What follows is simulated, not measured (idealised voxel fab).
Proc. module: voxel capacitor over wiring
Section cut is 210 nm wide and gridded with 5 nm square cells.
Reading order for cross-sections: top band down to bottom band. Underlying form: a grid of square cells. Band size: one or more rows of cells.
What a band's entry tells you: where the top is and where the bottom is, as heights in nm, and after that what lies inside, material by material from left to right, each with its width in nm. Empty space is written as the word "blank", and a single material marked with the word "edge to edge" occupies the band from edge to edge.
Basically, 0 is our baseline, since under it the wafer straight out of the box is all one material. The bottom band has no lower end and keeps on going down, so it looks like "0..down".
You'd read "30->40" like this: the band's top row of cells is as wide as the first number, its bottom row is as wide as the second, and going down, every row changes width by the same amount as the row before did.
"no change occurred" -> step changed no cross-section cell.
Look at "Enclosed internal voids" for the closed voids: empty spaces with no open path to the top, sized 8 cells or up. Each is width x height at distance, distance from the left edge, all nm.
It should be noted that, on the line of a given step, the content following the step's settings is a remark produced by the simulator itself with respect to that step.
The line of a step may include "overlay nm". On a step with a mask, this value is how far to the right of its planned place the mask lay. A negative value means the mask lay to the left.
In what follows, pairs of cross-sections are presented, each taken before and after one process step, with the after cross-section shown only down to the lowest band that was altered; the step, together with its settings, is stated below the pair. The pairs may stem from different runs of this module on the same starting wafer; accordingly, a pair should be taken as continuing from the one above it solely where its entry headed "Preceding state" indicates as much.

Preceding state
> 75..65 = TiN edge to edge
> 65..55 = 65 SiO2  5 TiN  10->5 W  5->10 TiN  125 SiO2
> 55..50 = 65 SiCN  15 TiN  130 SiCN
> 50..45 = 50 SiCN  35 Ru  40 SiCN  35 Ru  50 SiCN
> 45..20 = 55 SiO2  5 TiN  15 W  5 TiN  50 SiO2  5 TiN  15 W  5 TiN  55 SiO2
> 20..15 = 55 SiCN  25 TiN  50 SiCN  25 TiN  55 SiCN
> 15..0 = SiO2 edge to edge
> 0..down = Si edge to edge
> Enclosed internal voids: none

Post-Step Cross-Section
> 80..75 = Al2O3 edge to edge
> Below a height of 75, the structure has not been altered.
> Enclosed internal voids: none
Between before and after as drawn above: DIRECTIONAL_DEP: material Al2O3, thk nm 5

Preceding state: look at the pair above, its after cross-section is where this step starts.

Post-Step Cross-Section
> 90..80 = TiN edge to edge
> Below a height of 80, the structure has not been altered.
> Enclosed internal voids: none
Between before and after as drawn above: DIRECTIONAL_DEP: material TiN, thk nm 10

Preceding state: look at the pair above, its after cross-section is where this step starts.

Post-Step Cross-Section
> 110..90 = 65 blank  55 resist  90 blank
> Below a height of 90, the structure has not been altered.
> Enclosed internal voids: none
Between before and after as drawn above: PATTERN: tone cover, mask id UPPER_PLATE, material resist, width nm 55, thk nm 20, overlay nm 0

Preceding state: look at the pair above, its after cross-section is where this step starts.

Post-Step Cross-Section
> 110..90 = 65 blank  55 resist  90 blank
> 90..80 = 65 blank  55 TiN  90 blank
> Below a height of 80, the structure has not been altered.
> Enclosed internal voids: none
Between before and after as drawn above: DIRECTIONAL_ETCH: etch materials TiN, depth nm 10

Preceding state: look at the pair above, its after cross-section is where this step starts.

Post-Step Cross-Section
> 110..90 = 65 blank  55 resist  90 blank
> 90..80 = 65 blank  55 TiN  90 blank
> 80..75 = 65 blank  55 Al2O3  90 blank
> Below a height of 75, the structure has not been altered.
> Enclosed internal voids: none
Between before and after as drawn above: DIRECTIONAL_ETCH: etch materials Al2O3, depth nm 5

Preceding state: look at the pair above, its after cross-section is where this step starts.

Post-Step Cross-Section
> 90..80 = 65 blank  55 TiN  90 blank
> Below a height of 80, the structure has not been altered.
> Enclosed internal voids: none
Between before and after as drawn above: STRIP: etch materials resist

Preceding state: look at the pair above, its after cross-section is where this step starts.

Post-Step Cross-Section
> 105..90 = 60 blank  65 resist  85 blank
> 90..80 = 60 blank  5 resist  55 TiN  5 resist  85 blank
> 80..75 = 60 blank  5 resist  55 Al2O3  5 resist  85 blank
> Below a height of 75, the structure has not been altered.
> Enclosed internal voids: none
Between before and after as drawn above: PATTERN: tone cover, mask id LOWER_PLATE, material resist, width nm 65, thk nm 15, overlay nm 0

Preceding state: look at the pair above, its after cross-section is where this step starts.

Post-Step Cross-Section
> 105..90 = 60 blank  65 resist  85 blank
> 90..80 = 60 blank  5 resist  55 TiN  5 resist  85 blank
> 80..75 = 60 blank  5 resist  55 Al2O3  5 resist  85 blank
> 75..65 = 60 blank  65 TiN  85 blank
> Below a height of 65, the structure has not been altered.
> Enclosed internal voids: none
Between before and after as drawn above: DIRECTIONAL_ETCH: etch materials TiN, depth nm 10

Preceding state: look at the pair above, its after cross-section is where this step starts.

Post-Step Cross-Section
> 90..80 = 65 blank  55 TiN  90 blank
> 80..75 = 65 blank  55 Al2O3  90 blank
> Below a height of 75, the structure has not been altered.
> Enclosed internal voids: none
Between before and after as drawn above: STRIP: etch materials resist

Preceding state: look at the pair above, its after cross-section is where this step starts.

Post-Step Cross-Section
> 110..90 = SiO2 edge to edge
> 90..80 = 65 SiO2  55 TiN  90 SiO2
> 80..75 = 65 SiO2  55 Al2O3  90 SiO2
> 75..65 = 60 SiO2  65 TiN  85 SiO2
> Below a height of 65, the structure has not been altered.
> Enclosed internal voids: none
Between before and after as drawn above: FILL_DEP: material SiO2, thk nm 20

Preceding state: look at the pair above, its after cross-section is where this step starts.

Post-Step Cross-Section
> 105..90 = SiO2 edge to edge
> Below a height of 90, the structure has not been altered.
> Enclosed internal voids: none
Between before and after as drawn above: CMP: height nm 105

Preceding state: look at the pair above, its after cross-section is where this step starts.

Post-Step Cross-Section
> 125..105 = 75 resist  15 blank  120 resist
> Below a height of 105, the structure has not been altered.
> Enclosed internal voids: none
Between before and after as drawn above: PATTERN: tone open, mask id PLUG_2, material resist, width nm 15, thk nm 20, overlay nm 0

Preceding state: look at the pair above, its after cross-section is where this step starts.

Post-Step Cross-Section
> 125..105 = 75 resist  15 blank  120 resist
> 105..90 = 75 SiO2  15 blank  120 SiO2
> Below a height of 90, the structure has not been altered.
> Enclosed internal voids: none
Between before and after as drawn above: DIRECTIONAL_ETCH: etch materials SiO2, depth nm 15

Preceding state: look at the pair above, its after cross-section is where this step starts.

Post-Step Cross-Section
> 105..90 = 75 SiO2  15 blank  120 SiO2
> Below a height of 90, the structure has not been altered.
> Enclosed internal voids: none
Between before and after as drawn above: STRIP: etch materials resist

Preceding state: look at the pair above, its after cross-section is where this step starts.

Post-Step Cross-Section
> 110..105 = 80 TiN  5 blank  125 TiN
> 105..95 = 75 SiO2  5 TiN  5 blank  5 TiN  120 SiO2
> 95..90 = 75 SiO2  15 TiN  120 SiO2
> Below a height of 90, the structure has not been altered.
> Enclosed internal voids: none
Between before and after as drawn above: CONFORMAL_DEP: material TiN, thk nm 5

Preceding state: look at the pair above, its after cross-section is where this step starts.

Post-Step Cross-Section
> 115..110 = Ru edge to edge
> 110..105 = 80 TiN  5 Ru  125 TiN
> 105..95 = 75 SiO2  5 TiN  5 Ru  5 TiN  120 SiO2
> Below a height of 95, the structure has not been altered.
> Enclosed internal voids: none
Between before and after as drawn above: FILL_DEP: material Ru, thk nm 5

Preceding state: look at the pair above, its after cross-section is where this step starts.

Post-Step Cross-Section
> 105..95 = 75 SiO2  5 TiN  5 Ru  5 TiN  120 SiO2
> Below a height of 95, the structure has not been altered.
> Enclosed internal voids: none
Between before and after as drawn above: CMP: height nm 105

Preceding state: look at the pair above, its after cross-section is where this step starts.

Post-Step Cross-Section
> 110..105 = SiCN edge to edge
> Below a height of 105, the structure has not been altered.
> Enclosed internal voids: none
Between before and after as drawn above: CONFORMAL_DEP: material SiCN, thk nm 5

Preceding state
> 65..55 = 65 SiO2  15 blank  130 SiO2
> 55..50 = SiCN edge to edge
> 50..45 = 50 SiCN  35 Ru  40 SiCN  35 Ru  50 SiCN
> 45..20 = 55 SiO2  5 TiN  15 W  5 TiN  50 SiO2  5 TiN  15 W  5 TiN  55 SiO2
> 20..15 = 55 SiCN  25 TiN  50 SiCN  25 TiN  55 SiCN
> 15..0 = SiO2 edge to edge
> 0..down = Si edge to edge
> Enclosed internal voids: none

Post-Step Cross-Section
> 65..55 = 65 SiO2  15 blank  130 SiO2
> 55..50 = 65 SiCN  10 blank  135 SiCN
> Below a height of 50, the structure has not been altered.
> Enclosed internal voids: none
Between before and after as drawn above: MASKED_ETCH: tone open, mask id PLUG_1, width nm 15, etch materials SiCN, depth nm 5, overlay nm -5

Preceding state: look at the pair above, its after cross-section is where this step starts.

Post-Step Cross-Section
> 70..65 = 70 TiN  5 blank  135 TiN
> 65..60 = 65 SiO2  5 TiN  5 blank  5 TiN  130 SiO2
> 60..55 = 65 SiO2  15 TiN  130 SiO2
> 55..50 = 65 SiCN  10 TiN  135 SiCN
> Below a height of 50, the structure has not been altered.
> Enclosed internal voids: none
Between before and after as drawn above: CONFORMAL_DEP: material TiN, thk nm 5

Preceding state: look at the pair above, its after cross-section is where this step starts.

Post-Step Cross-Section
> 75..70 = W edge to edge
> 70..65 = 70 TiN  5 W  135 TiN
> 65..60 = 65 SiO2  5 TiN  5 W  5 TiN  130 SiO2
> Below a height of 60, the structure has not been altered.
> Enclosed internal voids: none
Between before and after as drawn above: FILL_DEP: material W, thk nm 5

Preceding state: look at the pair above, its after cross-section is where this step starts.

Post-Step Cross-Section
> 65..60 = 65 SiO2  5 TiN  5 W  5 TiN  130 SiO2
> Below a height of 60, the structure has not been altered.
> Enclosed internal voids: none
Between before and after as drawn above: CMP: height nm 65

Preceding state: look at the pair above, its after cross-section is where this step starts.

Post-Step Cross-Section
> 75..65 = TiN edge to edge
> Below a height of 65, the structure has not been altered.
> Enclosed internal voids: none
Between before and after as drawn above: DIRECTIONAL_DEP: material TiN, thk nm 10

Preceding state: look at the pair above, its after cross-section is where this step starts.

Post-Step Cross-Section
> 80..75 = Al2O3 edge to edge
> Below a height of 75, the structure has not been altered.
> Enclosed internal voids: none
Between before and after as drawn above: DIRECTIONAL_DEP: material Al2O3, thk nm 5

Preceding state: look at the pair above, its after cross-section is where this step starts.

Post-Step Cross-Section
> 90..80 = TiN edge to edge
> Below a height of 80, the structure has not been altered.
> Enclosed internal voids: none
Between before and after as drawn above: DIRECTIONAL_DEP: material TiN, thk nm 10

Preceding state: look at the pair above, its after cross-section is where this step starts.

Post-Step Cross-Section
> 110..90 = 65 blank  55 resist  90 blank
> Below a height of 90, the structure has not been altered.
> Enclosed internal voids: none
Between before and after as drawn above: PATTERN: tone cover, mask id UPPER_PLATE, material resist, width nm 55, thk nm 20, overlay nm 0

Preceding state: look at the pair above, its after cross-section is where this step starts.

Post-Step Cross-Section
> 110..90 = 65 blank  55 resist  90 blank
> 90..80 = 65 blank  55 TiN  90 blank
> Below a height of 80, the structure has not been altered.
> Enclosed internal voids: none
Between before and after as drawn above: DIRECTIONAL_ETCH: etch materials TiN, depth nm 10

Preceding state: look at the pair above, its after cross-section is where this step starts.

Post-Step Cross-Section
> 110..90 = 65 blank  55 resist  90 blank
> 90..80 = 65 blank  55 TiN  90 blank
> 80..75 = 65 blank  55 Al2O3  90 blank
> Below a height of 75, the structure has not been altered.
> Enclosed internal voids: none
Between before and after as drawn above: DIRECTIONAL_ETCH: etch materials Al2O3, depth nm 5

Preceding state: look at the pair above, its after cross-section is where this step starts.

Post-Step Cross-Section
> 90..80 = 65 blank  55 TiN  90 blank
> Below a height of 80, the structure has not been altered.
> Enclosed internal voids: none
Between before and after as drawn above: STRIP: etch materials resist

Preceding state: look at the pair above, its after cross-section is where this step starts.

Post-Step Cross-Section
> 105..90 = 60 blank  65 resist  85 blank
> 90..80 = 60 blank  5 resist  55 TiN  5 resist  85 blank
> 80..75 = 60 blank  5 resist  55 Al2O3  5 resist  85 blank
> Below a height of 75, the structure has not been altered.
> Enclosed internal voids: none
Between before and after as drawn above: PATTERN: tone cover, mask id LOWER_PLATE, material resist, width nm 65, thk nm 15, overlay nm 0

Preceding state: look at the pair above, its after cross-section is where this step starts.

Post-Step Cross-Section
> 105..90 = 60 blank  65 resist  85 blank
> 90..80 = 60 blank  5 resist  55 TiN  5 resist  85 blank
> 80..75 = 60 blank  5 resist  55 Al2O3  5 resist  85 blank
> 75..65 = 60 blank  65 TiN  85 blank
> Below a height of 65, the structure has not been altered.
> Enclosed internal voids: none
Between before and after as drawn above: DIRECTIONAL_ETCH: etch materials TiN, depth nm 10

Preceding state: look at the pair above, its after cross-section is where this step starts.

Post-Step Cross-Section
> 90..80 = 65 blank  55 TiN  90 blank
> 80..75 = 65 blank  55 Al2O3  90 blank
> Below a height of 75, the structure has not been altered.
> Enclosed internal voids: none
Between before and after as drawn above: STRIP: etch materials resist

Preceding state: look at the pair above, its after cross-section is where this step starts.

Post-Step Cross-Section
> 110..90 = SiO2 edge to edge
> 90..80 = 65 SiO2  55 TiN  90 SiO2
> 80..75 = 65 SiO2  55 Al2O3  90 SiO2
> 75..65 = 60 SiO2  65 TiN  85 SiO2
> Below a height of 65, the structure has not been altered.
> Enclosed internal voids: none
Between before and after as drawn above: FILL_DEP: material SiO2, thk nm 20

Preceding state: look at the pair above, its after cross-section is where this step starts.

Post-Step Cross-Section
> 105..90 = SiO2 edge to edge
> Below a height of 90, the structure has not been altered.
> Enclosed internal voids: none
Between before and after as drawn above: CMP: height nm 105

Preceding state: look at the pair above, its after cross-section is where this step starts.

Post-Step Cross-Section
> 125..105 = 75 resist  15 blank  120 resist
> Below a height of 105, the structure has not been altered.
> Enclosed internal voids: none
Between before and after as drawn above: PATTERN: tone open, mask id PLUG_2, material resist, width nm 15, thk nm 20, overlay nm 0

Preceding state: look at the pair above, its after cross-section is where this step starts.

Post-Step Cross-Section
> 125..105 = 75 resist  15 blank  120 resist
> 105..90 = 75 SiO2  15 blank  120 SiO2
> Below a height of 90, the structure has not been altered.
> Enclosed internal voids: none
Between before and after as drawn above: DIRECTIONAL_ETCH: etch materials SiO2, depth nm 15

Preceding state: look at the pair above, its after cross-section is where this step starts.

Post-Step Cross-Section
> 105..90 = 75 SiO2  15 blank  120 SiO2
> Below a height of 90, the structure has not been altered.
> Enclosed internal voids: none
Between before and after as drawn above: STRIP: etch materials resist

Preceding state: look at the pair above, its after cross-section is where this step starts.

Post-Step Cross-Section
> 110..105 = 80 TiN  5 blank  125 TiN
> 105..95 = 75 SiO2  5 TiN  5 blank  5 TiN  120 SiO2
> 95..90 = 75 SiO2  15 TiN  120 SiO2
> Below a height of 90, the structure has not been altered.
> Enclosed internal voids: none
Between before and after as drawn above: CONFORMAL_DEP: material TiN, thk nm 5

Preceding state: look at the pair above, its after cross-section is where this step starts.

Post-Step Cross-Section
> 115..110 = Ru edge to edge
> 110..105 = 80 TiN  5 Ru  125 TiN
> 105..95 = 75 SiO2  5 TiN  5 Ru  5 TiN  120 SiO2
> Below a height of 95, the structure has not been altered.
> Enclosed internal voids: none
Between before and after as drawn above: FILL_DEP: material Ru, thk nm 5

Preceding state: look at the pair above, its after cross-section is where this step starts.

Post-Step Cross-Section
> 105..95 = 75 SiO2  5 TiN  5 Ru  5 TiN  120 SiO2
> Below a height of 95, the structure has not been altered.
> Enclosed internal voids: none
Between before and after as drawn above: CMP: height nm 105

Preceding state: look at the pair above, its after cross-section is where this step starts.

Post-Step Cross-Section
> 110..105 = SiCN edge to edge
> Below a height of 105, the structure has not been altered.
> Enclosed internal voids: none
Between before and after as drawn above: CONFORMAL_DEP: material SiCN, thk nm 5

Preceding state
> 90..80 = 65 blank  55 TiN  90 blank
> 80..75 = 65 blank  55 Al2O3  90 blank
> 75..65 = 60 blank  65 TiN  85 blank
> 65..55 = 65 SiO2  5 TiN  5 W  5 TiN  130 SiO2
> 55..50 = 65 SiCN  15 TiN  130 SiCN
> 50..45 = 50 SiCN  35 Ru  40 SiCN  35 Ru  50 SiCN
> 45..20 = 55 SiO2  5 TiN  15 W  5 TiN  50 SiO2  5 TiN  15 W  5 TiN  55 SiO2
> 20..15 = 55 SiCN  25 TiN  50 SiCN  25 TiN  55 SiCN
> 15..0 = SiO2 edge to edge
> 0..down = Si edge to edge
> Enclosed internal voids: none

Post-Step Cross-Section
> 110..90 = Al2O3 edge to edge
> 90..80 = 65 Al2O3  55 TiN  90 Al2O3
> 80..75 = Al2O3 edge to edge
> 75..65 = 60 Al2O3  65 TiN  85 Al2O3
> Below a height of 65, the structure has not been altered.
> Enclosed internal voids: none
Between before and after as drawn above: FILL_DEP: material Al2O3, thk nm 20

Preceding state: look at the pair above, its after cross-section is where this step starts.

Post-Step Cross-Section
> 105..90 = Al2O3 edge to edge
> Below a height of 90, the structure has not been altered.
> Enclosed internal voids: none
Between before and after as drawn above: CMP: height nm 105

Preceding state: look at the pair above, its after cross-section is where this step starts.

Post-Step Cross-Section
> 125..105 = 75 resist  15 blank  120 resist
> Below a height of 105, the structure has not been altered.
> Enclosed internal voids: none
Between before and after as drawn above: PATTERN: tone open, mask id PLUG_2, material resist, width nm 15, thk nm 20, overlay nm 0

Preceding state: look at the pair above, its after cross-section is where this step starts.

Post-Step Cross-Section
> 105..90 = Al2O3 edge to edge
> Below a height of 90, the structure has not been altered.
> Enclosed internal voids: none
Between before and after as drawn above: STRIP: etch materials resist

Preceding state: look at the pair above, its after cross-section is where this step starts.

Post-Step Cross-Section
> 110..105 = TiN edge to edge
> Below a height of 105, the structure has not been altered.
> Enclosed internal voids: none
Between before and after as drawn above: CONFORMAL_DEP: material TiN, thk nm 5

Preceding state: look at the pair above, its after cross-section is where this step starts.

Post-Step Cross-Section
> 115..110 = Ru edge to edge
> Below a height of 110, the structure has not been altered.
> Enclosed internal voids: none
Between before and after as drawn above: FILL_DEP: material Ru, thk nm 5

Preceding state: look at the pair above, its after cross-section is where this step starts.

Post-Step Cross-Section
> 105..90 = Al2O3 edge to edge
> Below a height of 90, the structure has not been altered.
> Enclosed internal voids: none
Between before and after as drawn above: CMP: height nm 105

Preceding state: look at the pair above, its after cross-section is where this step starts.

Post-Step Cross-Section
> 110..105 = SiCN edge to edge
> Below a height of 105, the structure has not been altered.
> Enclosed internal voids: none
Between before and after as drawn above: CONFORMAL_DEP: material SiCN, thk nm 5

Preceding state
> 65..55 = SiO2 edge to edge
> 55..50 = SiCN edge to edge
> 50..45 = 50 SiCN  35 Ru  40 SiCN  35 Ru  50 SiCN
> 45..20 = 55 SiO2  5 TiN  15 W  5 TiN  50 SiO2  5 TiN  15 W  5 TiN  55 SiO2
> 20..15 = 55 SiCN  25 TiN  50 SiCN  25 TiN  55 SiCN
> 15..0 = SiO2 edge to edge
> 0..down = Si edge to edge
> Enclosed internal voids: none

Post-Step Cross-Section
> 65..55 = 65 blank  15 SiO2  130 blank
> Below a height of 55, the structure has not been altered.
> Enclosed internal voids: none
Between before and after as drawn above: MASKED_ETCH: tone cover, mask id PLUG_1, width nm 15, etch materials SiO2, depth nm 10, overlay nm 0

Preceding state: look at the pair above, its after cross-section is where this step starts.

Post-Step Cross-Section
> 70..65 = 60 blank  25 TiN  125 blank
> 65..60 = 60 blank  5 TiN  15 SiO2  5 TiN  125 blank
> 60..55 = 65 TiN  15 SiO2  130 TiN
> Below a height of 55, the structure has not been altered.
> Enclosed internal voids: none
Between before and after as drawn above: CONFORMAL_DEP: material TiN, thk nm 5

Preceding state: look at the pair above, its after cross-section is where this step starts.

Post-Step Cross-Section
> 75..70 = W edge to edge
> 70..65 = 60 W  25 TiN  125 W
> 65..60 = 60 W  5 TiN  15 SiO2  5 TiN  125 W
> Below a height of 60, the structure has not been altered.
> Enclosed internal voids: none
Between before and after as drawn above: FILL_DEP: material W, thk nm 5

Preceding state: look at the pair above, its after cross-section is where this step starts.

Post-Step Cross-Section
> 65..60 = 60 W  5 TiN  15 SiO2  5 TiN  125 W
> Below a height of 60, the structure has not been altered.
> Enclosed internal voids: none
Between before and after as drawn above: CMP: height nm 65

Preceding state: look at the pair above, its after cross-section is where this step starts.

Post-Step Cross-Section
> 75..65 = TiN edge to edge
> Below a height of 65, the structure has not been altered.
> Enclosed internal voids: none
Between before and after as drawn above: DIRECTIONAL_DEP: material TiN, thk nm 10

Preceding state: look at the pair above, its after cross-section is where this step starts.

Post-Step Cross-Section
> 80..75 = Al2O3 edge to edge
> Below a height of 75, the structure has not been altered.
> Enclosed internal voids: none
Between before and after as drawn above: DIRECTIONAL_DEP: material Al2O3, thk nm 5

Preceding state: look at the pair above, its after cross-section is where this step starts.

Post-Step Cross-Section
> 90..80 = TiN edge to edge
> Below a height of 80, the structure has not been altered.
> Enclosed internal voids: none
Between before and after as drawn above: DIRECTIONAL_DEP: material TiN, thk nm 10

Preceding state: look at the pair above, its after cross-section is where this step starts.

Post-Step Cross-Section
> 110..90 = 65 blank  55 resist  90 blank
> Below a height of 90, the structure has not been altered.
> Enclosed internal voids: none
Between before and after as drawn above: PATTERN: tone cover, mask id UPPER_PLATE, material resist, width nm 55, thk nm 20, overlay nm 0

Preceding state: look at the pair above, its after cross-section is where this step starts.

Post-Step Cross-Section
> 110..90 = 65 blank  55 resist  90 blank
> 90..80 = 65 blank  55 TiN  90 blank
> Below a height of 80, the structure has not been altered.
> Enclosed internal voids: none
Between before and after as drawn above: DIRECTIONAL_ETCH: etch materials TiN, depth nm 10

Preceding state: look at the pair above, its after cross-section is where this step starts.

Post-Step Cross-Section
> 110..90 = 65 blank  55 resist  90 blank
> 90..80 = 65 blank  55 TiN  90 blank
> 80..75 = 65 blank  55 Al2O3  90 blank
> Below a height of 75, the structure has not been altered.
> Enclosed internal voids: none
Between before and after as drawn above: DIRECTIONAL_ETCH: etch materials Al2O3, depth nm 5

Preceding state: look at the pair above, its after cross-section is where this step starts.

Post-Step Cross-Section
> 90..80 = 65 blank  55 TiN  90 blank
> Below a height of 80, the structure has not been altered.
> Enclosed internal voids: none
Between before and after as drawn above: STRIP: etch materials resist

Preceding state: look at the pair above, its after cross-section is where this step starts.

Post-Step Cross-Section
> 105..90 = 60 blank  65 resist  85 blank
> 90..80 = 60 blank  5 resist  55 TiN  5 resist  85 blank
> 80..75 = 60 blank  5 resist  55 Al2O3  5 resist  85 blank
> Below a height of 75, the structure has not been altered.
> Enclosed internal voids: none
Between before and after as drawn above: PATTERN: tone cover, mask id LOWER_PLATE, material resist, width nm 65, thk nm 15, overlay nm 0

Preceding state: look at the pair above, its after cross-section is where this step starts.

Post-Step Cross-Section
> 105..90 = 60 blank  65 resist  85 blank
> 90..80 = 60 blank  5 resist  55 TiN  5 resist  85 blank
> 80..75 = 60 blank  5 resist  55 Al2O3  5 resist  85 blank
> 75..65 = 60 blank  65 TiN  85 blank
> Below a height of 65, the structure has not been altered.
> Enclosed internal voids: none
Between before and after as drawn above: DIRECTIONAL_ETCH: etch materials TiN, depth nm 10

Preceding state: look at the pair above, its after cross-section is where this step starts.

Post-Step Cross-Section
> 90..80 = 65 blank  55 TiN  90 blank
> 80..75 = 65 blank  55 Al2O3  90 blank
> Below a height of 75, the structure has not been altered.
> Enclosed internal voids: none
Between before and after as drawn above: STRIP: etch materials resist

Preceding state: look at the pair above, its after cross-section is where this step starts.

Post-Step Cross-Section
> 110..90 = SiO2 edge to edge
> 90..80 = 65 SiO2  55 TiN  90 SiO2
> 80..75 = 65 SiO2  55 Al2O3  90 SiO2
> 75..65 = 60 SiO2  65 TiN  85 SiO2
> Below a height of 65, the structure has not been altered.
> Enclosed internal voids: none
Between before and after as drawn above: FILL_DEP: material SiO2, thk nm 20

Preceding state: look at the pair above, its after cross-section is where this step starts.

Post-Step Cross-Section
> 105..90 = SiO2 edge to edge
> Below a height of 90, the structure has not been altered.
> Enclosed internal voids: none
Between before and after as drawn above: CMP: height nm 105

Preceding state: look at the pair above, its after cross-section is where this step starts.

Post-Step Cross-Section
> 125..105 = 75 resist  15 blank  120 resist
> Below a height of 105, the structure has not been altered.
> Enclosed internal voids: none
Between before and after as drawn above: PATTERN: tone open, mask id PLUG_2, material resist, width nm 15, thk nm 20, overlay nm 0

Preceding state: look at the pair above, its after cross-section is where this step starts.

Post-Step Cross-Section
> 125..105 = 75 resist  15 blank  120 resist
> 105..90 = 75 SiO2  15 blank  120 SiO2
> Below a height of 90, the structure has not been altered.
> Enclosed internal voids: none
Between before and after as drawn above: DIRECTIONAL_ETCH: etch materials SiO2, depth nm 15

Preceding state: look at the pair above, its after cross-section is where this step starts.

Post-Step Cross-Section
> 105..90 = 75 SiO2  15 blank  120 SiO2
> Below a height of 90, the structure has not been altered.
> Enclosed internal voids: none
Between before and after as drawn above: STRIP: etch materials resist

Preceding state: look at the pair above, its after cross-section is where this step starts.

Post-Step Cross-Section
> 110..105 = 80 TiN  5 blank  125 TiN
> 105..95 = 75 SiO2  5 TiN  5 blank  5 TiN  120 SiO2
> 95..90 = 75 SiO2  15 TiN  120 SiO2
> Below a height of 90, the structure has not been altered.
> Enclosed internal voids: none
Between before and after as drawn above: CONFORMAL_DEP: material TiN, thk nm 5

Preceding state: look at the pair above, its after cross-section is where this step starts.

Post-Step Cross-Section
> 115..110 = Ru edge to edge
> 110..105 = 80 TiN  5 Ru  125 TiN
> 105..95 = 75 SiO2  5 TiN  5 Ru  5 TiN  120 SiO2
> Below a height of 95, the structure has not been altered.
> Enclosed internal voids: none
Between before and after as drawn above: FILL_DEP: material Ru, thk nm 5

Preceding state: look at the pair above, its after cross-section is where this step starts.

Post-Step Cross-Section
> 105..95 = 75 SiO2  5 TiN  5 Ru  5 TiN  120 SiO2
> Below a height of 95, the structure has not been altered.
> Enclosed internal voids: none
Between before and after as drawn above: CMP: height nm 105

Preceding state: look at the pair above, its after cross-section is where this step starts.

Post-Step Cross-Section
> 110..105 = SiCN edge to edge
> Below a height of 105, the structure has not been altered.
> Enclosed internal voids: none
Between before and after as drawn above: CONFORMAL_DEP: material SiCN, thk nm 5
